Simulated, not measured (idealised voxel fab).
The document below concerns the process module designated voxel double patterning.
Cross-sectional view cut (width: 275 nm; square cell size: 5 nm).
In this document a cross-section is written as a grid of square cells. It is given as a series of bands, listed from the top down, and a band is one or more rows of cells.
Read a band's entry like this: the first values are the height of its top and the height of its bottom in nm, and what follows is the sequence of materials from left to right, each with its width in nm. Note that "blank" is empty space, and that a single material marked "full width" reaches across the band from edge to edge.
Measure heights from 0. That's the level where, below it, the as-received wafer is all one material. The lowest band is bottomless and extends downward; write it as in "0 nm and below".
Read "30 to 40" as a graded width: first number on top, second number at the bottom, same change between each pair of neighbouring rows.
Step marked "remained the same"? Then no cell in the cross-section changed in it.
Fully closed voids: empty space of 8 cells or more with no open way to the top, each as width x height at its distance from the left edge, in nm
Text after the settings on a step's line: the simulator's own remark on that step.
When a step includes a mask, the "overlay nm" setting on its line states how far to the right of its planned place that mask lay, and negative values state how far to the left.
**Planned step list for the process**
1: RECEIVE [material Si]
2: CONFORMAL_DEP [material SiO2] [thk nm 10]
3: DIRECTIONAL_DEP [material W] [thk nm 15]
4: DIRECTIONAL_DEP [material SiCN] [thk nm 5]
5: PATTERN [tone open] [mask id FIRST] [material resist] [width nm 15] [pitch nm 50] [thk nm 15] [overlay nm 0]
6: DIRECTIONAL_ETCH [etch materials SiCN] [depth nm 5]
7: STRIP [etch materials resist]
8: PATTERN [tone open] [mask id SECOND] [material resist] [width nm 15] [pitch nm 50] [thk nm 15] [overlay nm 0]
9: DIRECTIONAL_ETCH [etch materials SiCN] [depth nm 5]
10: STRIP [etch materials resist]
11: DIRECTIONAL_ETCH [etch materials W] [depth nm 15]
12: STRIP [etch materials SiCN]
**Incoming wafer, cross-sectional view, post step 1**
	0 nm and below  Si full width
	Fully closed voids: none
**End-of-module cross-section of the first of two wafers, processed as planned**
	25 nm to 10 nm  80 W / 15 blank / 10 W / 15 blank / 10 W / 15 blank / 10 W / 15 blank / 10 W / 15 blank / 80 W
	10 nm to 0 nm  SiO2 full width
	0 nm and below  Si full width
	Fully closed voids: none
**Wafer two (of two), end-of-module cross-section: start = wafer one, plan = wafer one, one run mistake**
	25 nm to 15 nm  80 W / 15 blank / 10 W / 15 blank / 10 W / 15 blank / 10 W / 15 blank / 10 W / 15 blank / 80 W
	15 nm to 10 nm  W full width
	10 nm to 0 nm  SiO2 full width
	0 nm and below  Si full width
	Fully closed voids: none
Where did the run depart from the plan? step 11 was run on a setting that differed from the plan, and what really ran there is DIRECTIONAL_ETCH [etch materials W] [depth nm 10]
FYI, end of process, the second wafer has more or fewer cells of some materials than the first: 15 more of W
